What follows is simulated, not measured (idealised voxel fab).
This section sets out a process module, namely voxel released beams.
Xsec cut, 260 nm wide, square cell size 5 nm.
Heads up, the way a cross-section reads in here is a grid of square cells, handed over as bands from the top down, with every band being one or more rows of cells. For a band, the entry starts with two heights in nm, that of the top and then that of the bottom, and carries on with the band's materials in order from left to right, each alongside its width in nm; the word "full width" beside a single material means it fills the band edge to edge, and "blank" means empty space. Height reference: 0 = level under which incoming wafer is all one material. Lowest band: no bottom, runs on downward, e.g. "0 down". So if you see something like "30 to 40" for the width, read it as the top row of the band sitting at the first number and the bottom row at the second, with every row in between moving by the same amount as the last. You'll sometimes find "all unchanged" written for a step, and that's the way of saying that nowhere in the cross-section did a cell change during that step. The list in "Closed void listing" covers empty spaces of 8 cells or more that cannot reach the top through any open way, and it gives each as width x height at distance; the distance is from the left edge, and width, height and distance are in nm. Formally, on a step line, whatever follows the settings is a remark that the simulator itself makes on the step. "overlay nm", when on a step's line for a step with a mask, measures how far to the right of its planned place the mask lay; a negative measure means to the left.
# Process steps (planned)
1: RECEIVE [material Si]
2: CONFORMAL_DEP [material Al2O3] [thk nm 5]
3: DIRECTIONAL_DEP [material SiO2] [thk nm 10]
4: MASKED_ETCH [tone open] [mask id ANCHOR] [width nm 45] [etch materials SiO2] [depth nm 10] [overlay nm 0]
5: CONFORMAL_DEP [material polySi] [thk nm 15]
6: PATTERN [tone cover] [mask id BEAM] [material resist] [width nm 130] [thk nm 20] [overlay nm 0]
7: DIRECTIONAL_ETCH [etch materials polySi] [depth nm 15]
8: STRIP [etch materials resist]
9: STRIP [etch materials SiO2]
# Delivered wafer in cross-section: state after step 1
	0 down | Si full width
	Closed void listing: none
# Look at the cross-section after the module: the wafer started out the way shown above and the plan was the one shown above, yet one mistake was made along the way
	0 down | Si full width
	Closed void listing: none
Here's what went sideways: note that step 2 departed from the planned setting and was carried out as CONFORMAL_DEP [material SiO2] [thk nm 5]
